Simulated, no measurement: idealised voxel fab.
process module | voxel ribs on slabs
Square cells of 5 nm make up the cross-section cut, whose width is 190 nm.
A cross-section is a grid of square cells, given in bands from the top down. A band is one or more rows of cells.
Per band: top height and bottom height in nm, followed by the left-to-right materials and their widths in nm; "everywhere" marks a single material spanning edge to edge, "empty" marks empty space.
Heights are expressed relative to 0, this being the level below which the as-received wafer comprises one material exclusively. The lowest band is unbounded in the downward direction and is denoted as in "z 0 and below".
With a width like "30..40", each row of cells in the band differs from the next by the same amount, the top row carrying the first number and the bottom row the second.
"nothing changed" (step): cross-section cells unchanged, all of them.
"Enclosed void catalog" enumerates empty spaces isolated from the top, with no open way to it, that contain at least 8 cells, giving each as width x height at distance from the left edge, all three in nm.
Text after the settings on a step's line: the simulator's own remark on that step.
Among the settings permitted on a step's line is "overlay nm"; applied to a step with a mask, it specifies the extent to which the mask lay to the right of its planned position, whereas a negative figure signifies a position to the left.

Steps in the process plan:
- 1: RECEIVE, material Si
- 2: DIRECTIONAL_DEP, material SiO2, thk nm 20
- 3: DIRECTIONAL_DEP, material polySi, thk nm 15
- 4: MASKED_ETCH, tone cover, mask id RIB, width nm 30, etch materials polySi, depth nm 5, overlay nm 0
- 5: DIRECTIONAL_DEP, material aC, thk nm 15
- 6: PATTERN, tone cover, mask id SLAB, material resist, width nm 70, thk nm 30, overlay nm 0
- 7: DIRECTIONAL_ETCH, etch materials aC, depth nm 15
- 8: STRIP, etch materials resist
- 9: DIRECTIONAL_ETCH, etch materials polySi, depth nm 10
- 10: STRIP, etch materials aC
- 11: FILL_DEP, material SiO2, thk nm 30
- 12: CMP, height nm 55
- 13: DIRECTIONAL_DEP, material W, thk nm 10
- 14: PATTERN, tone cover, mask id HEATER, material resist, width nm 40, thk nm 20, overlay nm 0
- 15: DIRECTIONAL_ETCH, etch materials W, depth nm 10
- 16: STRIP, etch materials resist
- 17: CONFORMAL_DEP, material SiN, thk nm 5

Cross-section of the incoming wafer, state after step 1:
	z 0 and below: Si everywhere
	Enclosed void catalog: none

Figure: cross-sectional view of the wafer upon completion of the module, processed from the initial state and according to the plan depicted above, with one error introduced during execution:
	z 70 to 65: empty=75, SiN=50, empty=65
	z 65 to 60: empty=75, SiN=5, W=40, SiN=5, empty=65
	z 60 to 55: SiN=80, W=40, SiN=70
	z 55 to 35: SiO2 everywhere
	z 35 to 30: SiO2=80, polySi=30, SiO2=80
	z 30 to 20: SiO2=60, polySi=70, SiO2=60
	z 20 to 0: SiO2 everywhere
	z 0 and below: Si everywhere
	Enclosed void catalog: none
Diagnosis: step 14 went in with a setting other than planned; the actual run was PATTERN, tone cover, mask id HEATER, material resist, width nm 40, thk nm 20, overlay nm 5
